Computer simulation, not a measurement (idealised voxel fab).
The process module that follows is named voxel plated lines.
Section shown: cut. Width: 265 nm. Cell size: 5 nm, square.
Bands, listed from the top down, are how a cross-section gets written in this document; the cross-section itself is a grid of square cells, and a band is one or more rows of them. This entry defines a band. It first specifies the height of the band's top and the height of its bottom in nm, and then specifies the band's materials from left to right, stating each material with its width in nm. The word "full width" identifies a single material that fills the band from edge to edge, while the word "empty" identifies empty space. Heights are reckoned from 0. Under this level, the received wafer is all of one material. The bottommost band is open-ended downward, for example "from 0 down". Width: "30..40" (first number = top row, second number = bottom row, same change from row to row of cells). You'll sometimes find "no change" written for a step, and that's the way of saying that nowhere in the cross-section did a cell change during that step. Closed empty spaces (no open way to the top) of 8 cells or more are what "Enclosed internal cavities" lists, each as width x height at distance from the left edge, nm for all three. What comes after the settings on a step's line is commentary from the simulator itself on that step. "overlay nm" on a masked step: distance the mask lay right of its planned place, negative for left.
# The following list gives the planned process steps
step 1: RECEIVE | material Si
step 2: CONFORMAL_DEP | material SiO2 | thk nm 5
step 3: DIRECTIONAL_DEP | material TiN | thk nm 5
step 4: PATTERN | tone open | mask id LINES | material resist | width nm 30 | pitch nm 60 | thk nm 30 | overlay nm 0
step 5: EPI | material Ru | thk nm 10
step 6: EPI | material Ru | thk nm 10
step 7: STRIP | etch materials resist
step 8: DIRECTIONAL_ETCH | etch materials TiN | depth nm 5
step 9: CONFORMAL_DEP | material SiO2 | thk nm 10
# Cross-section of the incoming wafer, state after step 1
  from 0 down | Si full width
  Enclosed internal cavities: none
# Looking at the first of two wafers in cross-section at end of module - ran to plan
  from 40 to 30 | empty (75); SiO2 (50); empty (10); SiO2 (50); empty (80)
  from 30 to 15 | empty (75); SiO2 (10); Ru (30); SiO2 (10); empty (10); SiO2 (10); Ru (30); SiO2 (10); empty (80)
  from 15 to 10 | SiO2 (85); Ru (30); SiO2 (30); Ru (30); SiO2 (90)
  from 10 to 5 | SiO2 (85); TiN (30); SiO2 (30); TiN (30); SiO2 (90)
  from 5 to 0 | SiO2 full width
  from 0 down | Si full width
  Enclosed internal cavities: none
# End-of-module cross-section of the second wafer: identical starting point and process plan to the first, with one processing mistake
  from 50 to 40 | empty (75); SiO2 (50); empty (10); SiO2 (50); empty (80)
  from 40 to 25 | empty (75); SiO2 (10); Ru (30); SiO2 (10); empty (10); SiO2 (10); Ru (30); SiO2 (10); empty (80)
  from 25 to 20 | SiO2 (85); Ru (30); SiO2 (30); Ru (30); SiO2 (90)
  from 20 to 15 | SiO2 (85); TiN (30); SiO2 (30); TiN (30); SiO2 (90)
  from 15 to 0 | SiO2 full width
  from 0 down | Si full width
  Enclosed internal cavities: none
What went wrong in running the wafer? note that step 2 departed from the planned setting and was carried out as CONFORMAL_DEP | material SiO2 | thk nm 15
FYI, end of process, the second wafer has more or fewer cells of some materials than the first: +106 SiO2
